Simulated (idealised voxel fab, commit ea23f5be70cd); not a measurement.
Documented hereafter: the process module known as voxel self aligned contacts.
Xsec cut, 210 nm wide, square cell size 5 nm.
Reading order for cross-sections: top band down to bottom band. Underlying form: a grid of square cells. Band size: one or more rows of cells. The band entry comprises the height of the band's top followed by the height of its bottom, expressed in nm, and subsequently the band's materials from left to right, each stated together with its width in nm. Where a single material is marked with the word "edge to edge", that material fills the band from edge to edge. The word "blank" represents empty space. Basically, 0 is our baseline, since under it the wafer straight out of the box is all one material. The bottom band has no lower end and keeps on going down, so it looks like "0..down". The notation "30->40" denotes a width that varies across the rows of cells in the band, beginning at the first number in the top row, finishing at the second number in the bottom row, and changing by an identical amount from each row to the next. Take "no alterations made" at face value: in the step it is given for, the cross-section changed in none of its cells. "Closed void entries" contains a list of empty spaces, each no smaller than 8 cells and without an open way to the top, written in the form width x height at distance with the distance from the left edge and all three in nm. If you see something after the settings on a step's line, that's the simulator's own remark about that step. overlay nm: step with mask; distance mask lay right of planned place; negative value = left of planned place.
Process steps - plan:
1: RECEIVE | material Si
2: CONFORMAL_DEP | material SiO2 | thk nm 5
3: DIRECTIONAL_DEP | material polySi | thk nm 20
4: DIRECTIONAL_DEP | material SiN | thk nm 15
5: DIRECTIONAL_DEP | material aC | thk nm 10
6: PATTERN | tone cover | mask id GATE | material resist | width nm 35 | pitch nm 60 | thk nm 30 | overlay nm 0
7: DIRECTIONAL_ETCH | etch materials aC | depth nm 10
8: STRIP | etch materials resist
9: DIRECTIONAL_ETCH | etch materials SiN | depth nm 15
10: DIRECTIONAL_ETCH | etch materials polySi | depth nm 20
11: STRIP | etch materials aC
12: CONFORMAL_DEP | material SiN | thk nm 5
13: DIRECTIONAL_ETCH | etch materials SiN | depth nm 5
14: FILL_DEP | material SiO2 | thk nm 15
15: CMP | height nm 50
16: PATTERN | tone open | mask id CONTACT | material resist | width nm 35 | thk nm 20 | overlay nm 0
17: DIRECTIONAL_ETCH | etch materials SiO2 | depth nm 50
18: STRIP | etch materials resist
19: CONFORMAL_DEP | material TiN | thk nm 5
20: FILL_DEP | material W | thk nm 5
21: CMP | height nm 50
22: CONFORMAL_DEP | material SiN | thk nm 5
First wafer of two (run as planned):
Cross-section of the wafer upon arrival, representing the state reached after step 1:
0..down  Si edge to edge
Closed void entries: none
You're looking at a cross-section of the wafer after step 2:
5..0  SiO2 edge to edge
Under 0: no change, same as before.
You're looking at a cross-section of the wafer after step 3:
25..5  polySi edge to edge
Under 5: no change, same as before.
You're looking at a cross-section of the wafer after step 4:
40..25  SiN edge to edge
Under 25: no change, same as before.
You're looking at a cross-section of the wafer after step 5:
50..40  aC edge to edge
Under 40: no change, same as before.
You're looking at a cross-section of the wafer after step 6:
80..50  blank (55)  resist (35)  blank (25)  resist (35)  blank (60)
Under 50: no change, same as before.
You're looking at a cross-section of the wafer after step 7:
70..50  blank (55)  resist (35)  blank (25)  resist (35)  blank (60)
50..40  blank (55)  aC (35)  blank (25)  aC (35)  blank (60)
Under 40: no change, same as before.
You're looking at a cross-section of the wafer after step 8:
50..40  blank (55)  aC (35)  blank (25)  aC (35)  blank (60)
Under 40: no change, same as before.
You're looking at a cross-section of the wafer after step 9:
50..40  blank (55)  aC (35)  blank (25)  aC (35)  blank (60)
40..25  blank (55)  SiN (35)  blank (25)  SiN (35)  blank (60)
Under 25: no change, same as before.
You're looking at a cross-section of the wafer after step 10:
50..40  blank (55)  aC (35)  blank (25)  aC (35)  blank (60)
40..25  blank (55)  SiN (35)  blank (25)  SiN (35)  blank (60)
25..5  blank (55)  polySi (35)  blank (25)  polySi (35)  blank (60)
Under 5: no change, same as before.
You're looking at a cross-section of the wafer after step 11:
40..25  blank (55)  SiN (35)  blank (25)  SiN (35)  blank (60)
Under 25: no change, same as before.
You're looking at a cross-section of the wafer after step 12:
45..25  blank (50)  SiN (45)  blank (15)  SiN (45)  blank (55)
25..10  blank (50)  SiN (5)  polySi (35)  SiN (5)  blank (15)  SiN (5)  polySi (35)  SiN (5)  blank (55)
10..5  SiN (55)  polySi (35)  SiN (25)  polySi (35)  SiN (60)
Under 5: no change, same as before.
You're looking at a cross-section of the wafer after step 13:
40..25  blank (50)  SiN (45)  blank (15)  SiN (45)  blank (55)
25..5  blank (50)  SiN (5)  polySi (35)  SiN (5)  blank (15)  SiN (5)  polySi (35)  SiN (5)  blank (55)
Under 5: no change, same as before.
You're looking at a cross-section of the wafer after step 14:
55..40  SiO2 edge to edge
40..25  SiO2 (50)  SiN (45)  SiO2 (15)  SiN (45)  SiO2 (55)
25..5  SiO2 (50)  SiN (5)  polySi (35)  SiN (5)  SiO2 (15)  SiN (5)  polySi (35)  SiN (5)  SiO2 (55)
Under 5: no change, same as before.
You're looking at a cross-section of the wafer after step 15:
50..40  SiO2 edge to edge
Under 40: no change, same as before.
You're looking at a cross-section of the wafer after step 16:
70..50  resist (85)  blank (35)  resist (90)
Under 50: no change, same as before.
You're looking at a cross-section of the wafer after step 17:
70..50  resist (85)  blank (35)  resist (90)
50..40  SiO2 (85)  blank (35)  SiO2 (90)
40..25  SiO2 (50)  SiN (45)  blank (15)  SiN (45)  SiO2 (55)
25..5  SiO2 (50)  SiN (5)  polySi (35)  SiN (5)  blank (15)  SiN (5)  polySi (35)  SiN (5)  SiO2 (55)
5..0  SiO2 (95)  blank (15)  SiO2 (100)
Under 0: no change, same as before.
You're looking at a cross-section of the wafer after step 18:
50..40  SiO2 (85)  blank (35)  SiO2 (90)
Under 40: no change, same as before.
You're looking at a cross-section of the wafer after step 19:
55..50  TiN (90)  blank (25)  TiN (95)
50..40  SiO2 (85)  TiN (5->15)  blank (25->5)  TiN (5->15)  SiO2 (90)
40..25  SiO2 (50)  SiN (45)  TiN (5)  blank (5)  TiN (5)  SiN (45)  SiO2 (55)
25..5  SiO2 (50)  SiN (5)  polySi (35)  SiN (5)  TiN (5)  blank (5)  TiN (5)  SiN (5)  polySi (35)  SiN (5)  SiO2 (55)
5..0  SiO2 (95)  TiN (15)  SiO2 (100)
Under 0: no change, same as before.
You're looking at a cross-section of the wafer after step 20:
60..55  W edge to edge
55..50  TiN (90)  W (25)  TiN (95)
50..40  SiO2 (85)  TiN (5->15)  W (25->5)  TiN (5->15)  SiO2 (90)
40..25  SiO2 (50)  SiN (45)  TiN (5)  W (5)  TiN (5)  SiN (45)  SiO2 (55)
25..5  SiO2 (50)  SiN (5)  polySi (35)  SiN (5)  TiN (5)  W (5)  TiN (5)  SiN (5)  polySi (35)  SiN (5)  SiO2 (55)
Under 5: no change, same as before.
You're looking at a cross-section of the wafer after step 21:
50..40  SiO2 (85)  TiN (5->15)  W (25->5)  TiN (5->15)  SiO2 (90)
Under 40: no change, same as before.
You're looking at a cross-section of the wafer after step 22:
55..50  SiN edge to edge
Under 50: no change, same as before.
Wafer two. Same start, same plan, one slip in execution. Same as wafer one through step 15, inclusive:
Second wafer, cut view, end of step 16 per plan:
70..50  resist (90)  blank (35)  resist (85)
Under 50: no change, same as before.
Second wafer, cut view, end of step 17 per plan:
70..50  resist (90)  blank (35)  resist (85)
50..40  SiO2 (90)  blank (35)  SiO2 (85)
40..25  SiO2 (50)  SiN (45)  blank (15)  SiN (45)  SiO2 (55)
25..5  SiO2 (50)  SiN (5)  polySi (35)  SiN (5)  blank (15)  SiN (5)  polySi (35)  SiN (5)  SiO2 (55)
5..0  SiO2 (95)  blank (15)  SiO2 (100)
Under 0: no change, same as before.
Second wafer, cut view, end of step 18 per plan:
50..40  SiO2 (90)  blank (35)  SiO2 (85)
Under 40: no change, same as before.
Second wafer, cut view, end of step 19 per plan:
55..50  TiN (95)  blank (25)  TiN (90)
50..40  SiO2 (90)  TiN (5->10)  blank (25->5)  TiN (5->20)  SiO2 (85)
40..25  SiO2 (50)  SiN (45)  TiN (5)  blank (5)  TiN (5)  SiN (45)  SiO2 (55)
25..5  SiO2 (50)  SiN (5)  polySi (35)  SiN (5)  TiN (5)  blank (5)  TiN (5)  SiN (5)  polySi (35)  SiN (5)  SiO2 (55)
5..0  SiO2 (95)  TiN (15)  SiO2 (100)
Under 0: no change, same as before.
Second wafer, cut view, end of step 20 per plan:
60..55  W edge to edge
55..50  TiN (95)  W (25)  TiN (90)
50..40  SiO2 (90)  TiN (5->10)  W (25->5)  TiN (5->20)  SiO2 (85)
40..25  SiO2 (50)  SiN (45)  TiN (5)  W (5)  TiN (5)  SiN (45)  SiO2 (55)
25..5  SiO2 (50)  SiN (5)  polySi (35)  SiN (5)  TiN (5)  W (5)  TiN (5)  SiN (5)  polySi (35)  SiN (5)  SiO2 (55)
Under 5: no change, same as before.
Second wafer, cut view, end of step 21 per plan:
50..40  SiO2 (90)  TiN (5->10)  W (25->5)  TiN (5->20)  SiO2 (85)
Under 40: no change, same as before.
Second wafer, cut view, end of step 22 per plan:
55..50  SiN edge to edge
Under 50: no change, same as before.
Against the plan, the run slipped here: step 16 was processed under conditions differing from the plan, specifically as PATTERN | tone open | mask id CONTACT | material resist | width nm 35 | thk nm 20 | overlay nm 5
Same inventory, different map: at the end, the second wafer holds as many cells of each material as the first, placed elsewhere.
